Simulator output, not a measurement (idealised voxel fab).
process module | voxel wiring stack
cross-section cut | 255 nm wide | cells 5 nm
A cross-section is a grid of square cells, given in bands from the top down. A band is one or more rows of cells.
Each band's line starts with the height of the band's top and of its bottom, in nm. Then come its materials from left to right, each with its width in nm. One material with "throughout" fills the band from edge to edge. "air" is empty space.
Height 0 is the level under which the wafer as received is all one material. The lowest band goes on downwards, as in "0 down".
A width such as "30 to 40" changes by the same amount from each row of cells to the next, from the band's top row to its bottom row.
"no change" after a step means that no cell of the cross-section changed.
closed voids: empty space of 8 cells or more with no open way to the top, each as width x height at its distance from the left edge, in nm
after a step's settings: what the simulator itself notes on the step
overlay nm, on a step with a mask: how far to the right of its planned place the mask lay; to the left if negative
plan
1 op RECEIVE | material Si
2 op CONFORMAL_DEP | material SiO2 | thk nm 15
3 op CONFORMAL_DEP | material SiN | thk nm 5
4 op DIRECTIONAL_DEP | material lowk | thk nm 25
5 op MASKED_ETCH | tone open | mask id METAL_1 | width nm 30 | pitch nm 50 | etch materials lowk | depth nm 25 | overlay nm 0
6 op MASKED_ETCH | tone open | mask id METAL_1 | width nm 30 | pitch nm 50 | etch materials SiN | depth nm 5 | overlay nm 0
7 op CONFORMAL_DEP | material TiN | thk nm 5
8 op FILL_DEP | material Cu | thk nm 10
9 op CMP | height nm 45
10 op CONFORMAL_DEP | material SiCN | thk nm 5
11 op DIRECTIONAL_DEP | material SiO2 | thk nm 25
12 op MASKED_ETCH | tone open | mask id METAL_2_HOLES | width nm 15 | pitch nm 50 | etch materials SiO2 | depth nm 25 | overlay nm 0
13 op MASKED_ETCH | tone open | mask id METAL_2 | width nm 30 | pitch nm 50 | etch materials SiO2 | depth nm 15 | overlay nm 0
14 op MASKED_ETCH | tone open | mask id METAL_2 | width nm 30 | pitch nm 50 | etch materials SiCN | depth nm 5 | overlay nm 0
15 op CONFORMAL_DEP | material TiN | thk nm 5
16 op FILL_DEP | material Cu | thk nm 10
17 op CMP | height nm 75
18 op CONFORMAL_DEP | material SiCN | thk nm 5
19 op DIRECTIONAL_DEP | material lowk | thk nm 30
20 op MASKED_ETCH | tone open | mask id METAL_3 | width nm 30 | pitch nm 50 | etch materials lowk | depth nm 15 | overlay nm 0
21 op MASKED_ETCH | tone open | mask id METAL_3_HOLES | width nm 15 | pitch nm 50 | etch materials lowk | depth nm 15 | overlay nm 0
22 op MASKED_ETCH | tone open | mask id METAL_3_HOLES | width nm 15 | pitch nm 50 | etch materials SiCN | depth nm 5 | overlay nm 0
23 op CONFORMAL_DEP | material TiN | thk nm 5
24 op FILL_DEP | material Cu | thk nm 5
25 op CMP | height nm 110
26 op CONFORMAL_DEP | material SiN | thk nm 5
as received, after step 1
  0 down: Si throughout
  closed voids: none
first wafer at the end, as planned
  115 to 110: SiN throughout
  110 to 100: lowk 35 | TiN 5 | Cu 20 | TiN 5 | lowk 20 | TiN 5 | Cu 20 | TiN 5 | lowk 20 | TiN 5 | Cu 20 | TiN 5 | lowk 20 | TiN 5 | Cu 20 | TiN 5 | lowk 40
  100 to 95: lowk 35 | TiN 5 | Cu 5 | TiN 20 | lowk 20 | TiN 5 | Cu 5 | TiN 20 | lowk 20 | TiN 5 | Cu 5 | TiN 20 | lowk 20 | TiN 5 | Cu 5 | TiN 20 | lowk 40
  95 to 80: lowk 35 | TiN 5 | Cu 5 | TiN 5 | lowk 35 | TiN 5 | Cu 5 | TiN 5 | lowk 35 | TiN 5 | Cu 5 | TiN 5 | lowk 35 | TiN 5 | Cu 5 | TiN 5 | lowk 55
  80 to 75: SiCN 35 | TiN 15 | SiCN 35 | TiN 15 | SiCN 35 | TiN 15 | SiCN 35 | TiN 15 | SiCN 55
  75 to 65: SiO2 35 | TiN 5 | Cu 20 | TiN 5 | SiO2 20 | TiN 5 | Cu 20 | TiN 5 | SiO2 20 | TiN 5 | Cu 20 | TiN 5 | SiO2 20 | TiN 5 | Cu 20 | TiN 5 | SiO2 40
  65 to 60: SiO2 35 | TiN 5 | Cu 5 | TiN 20 | SiO2 20 | TiN 5 | Cu 5 | TiN 20 | SiO2 20 | TiN 5 | Cu 5 | TiN 20 | SiO2 20 | TiN 5 | Cu 5 | TiN 20 | SiO2 40
  60 to 50: SiO2 35 | TiN 5 | Cu 5 | TiN 5 | SiO2 35 | TiN 5 | Cu 5 | TiN 5 | SiO2 35 | TiN 5 | Cu 5 | TiN 5 | SiO2 35 | TiN 5 | Cu 5 | TiN 5 | SiO2 55
  50 to 45: SiCN 35 | TiN 15 | SiCN 35 | TiN 15 | SiCN 35 | TiN 15 | SiCN 35 | TiN 15 | SiCN 55
  45 to 20: lowk 35 | TiN 5 | Cu 20 | TiN 5 | lowk 20 | TiN 5 | Cu 20 | TiN 5 | lowk 20 | TiN 5 | Cu 20 | TiN 5 | lowk 20 | TiN 5 | Cu 20 | TiN 5 | lowk 40
  20 to 15: SiN 35 | TiN 30 | SiN 20 | TiN 30 | SiN 20 | TiN 30 | SiN 20 | TiN 30 | SiN 40
  15 to 0: SiO2 throughout
  0 down: Si throughout
  closed voids: none
second wafer at the end: like start, like plan, one mistake
  115 to 110: SiN throughout
  110 to 95: lowk 35 | TiN 5 | Cu 5 | TiN 5 | lowk 35 | TiN 5 | Cu 5 | TiN 5 | lowk 35 | TiN 5 | Cu 5 | TiN 5 | lowk 35 | TiN 5 | Cu 5 | TiN 5 | lowk 55
  95 to 90: SiCN 35 | TiN 15 | SiCN 35 | TiN 15 | SiCN 35 | TiN 15 | SiCN 35 | TiN 15 | SiCN 55
  90 to 80: Cu throughout
  80 to 75: TiN 40 | Cu 20 | TiN 30 | Cu 20 | TiN 30 | Cu 20 | TiN 30 | Cu 20 | TiN 45
  75 to 65: SiO2 35 | TiN 5 | Cu 20 | TiN 5 | SiO2 20 | TiN 5 | Cu 20 | TiN 5 | SiO2 20 | TiN 5 | Cu 20 | TiN 5 | SiO2 20 | TiN 5 | Cu 20 | TiN 5 | SiO2 40
  65 to 60: SiO2 35 | TiN 5 | Cu 5 | TiN 20 | SiO2 20 | TiN 5 | Cu 5 | TiN 20 | SiO2 20 | TiN 5 | Cu 5 | TiN 20 | SiO2 20 | TiN 5 | Cu 5 | TiN 20 | SiO2 40
  60 to 50: SiO2 35 | TiN 5 | Cu 5 | TiN 5 | SiO2 35 | TiN 5 | Cu 5 | TiN 5 | SiO2 35 | TiN 5 | Cu 5 | TiN 5 | SiO2 35 | TiN 5 | Cu 5 | TiN 5 | SiO2 55
  50 to 45: SiCN 35 | TiN 15 | SiCN 35 | TiN 15 | SiCN 35 | TiN 15 | SiCN 35 | TiN 15 | SiCN 55
  45 to 20: lowk 35 | TiN 5 | Cu 20 | TiN 5 | lowk 20 | TiN 5 | Cu 20 | TiN 5 | lowk 20 | TiN 5 | Cu 20 | TiN 5 | lowk 20 | TiN 5 | Cu 20 | TiN 5 | lowk 40
  20 to 15: SiN 35 | TiN 30 | SiN 20 | TiN 30 | SiN 20 | TiN 30 | SiN 20 | TiN 30 | SiN 40
  15 to 0: SiO2 throughout
  0 down: Si throughout
  closed voids: none
what went wrong: step 17 was left out
at the end the second wafer has, in cells: 82 more of Cu | 1 fewer of TiN | 81 fewer of lowk
